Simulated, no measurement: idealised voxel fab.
Herein follows the process module entitled voxel released beams.
For reference, the cross-section in this document is cut, with width 225 nm and square cells of 5 nm.
A cross-section in this document is a grid of square cells, and it is written down as bands, the top band listed before the ones below it; a band is made up of one or more rows of cells. Within each band entry, the heights of the top and of the bottom of the band appear first, in that order and in nm; the materials of the band then follow from left to right, each with its corresponding width in nm. The designation "edge to edge" on a single material indicates that it fills the band from edge to edge; the designation "blank" indicates empty space. Height 0 is the level under which the wafer as received is all one material. The lowest band goes on downwards, as in "0..down". Top row gets the first number, bottom row gets the second, and each row in between changes by the same step: that is how a band width like "30 to 40" works. Where the words "remained unchanged" appear for a step, the cross-section shows no cell changed by that step; every cell remained as before. "Cavities, sealed" lists enclosed empty spaces (at least 8 cells, no open path upward to the top), each as width x height at distance from the left edge, in nm. Past the settings on a step's line: simulator remark, on that step. "overlay nm" denotes, for a step that has a mask, the displacement of the mask to the right of its planned place, with negative values corresponding to the left.
# The planned process steps are enumerated hereunder
| 1 | RECEIVE | material Si |
| 2 | CONFORMAL_DEP | material Al2O3 | thk nm 10 |
| 3 | DIRECTIONAL_DEP | material SiO2 | thk nm 15 |
| 4 | MASKED_ETCH | tone open | mask id ANCHOR | width nm 45 | etch materials SiO2 | depth nm 15 | overlay nm 0 |
| 5 | CONFORMAL_DEP | material polySi | thk nm 15 |
| 6 | MASKED_ETCH | tone cover | mask id BEAM | width nm 100 | etch materials polySi | depth nm 15 | overlay nm 0 |
| 7 | STRIP | etch materials SiO2 |
# Here's what the wafer looked like in cross-section when it arrived - that's after step 1
> 0..down = Si edge to edge
> Cavities, sealed: none
# Starting wafer: above. Plan: above. Run: one mistake. Cross-section after the module: below
> 30..15 = 60 blank | 20 polySi | 15 blank | 65 polySi | 65 blank
> 15..0 = 65 blank | 45 polySi | 115 blank
> 0..down = Si edge to edge
> Cavities, sealed: none
what went wrong: plan step 2 never ran because it was skipped
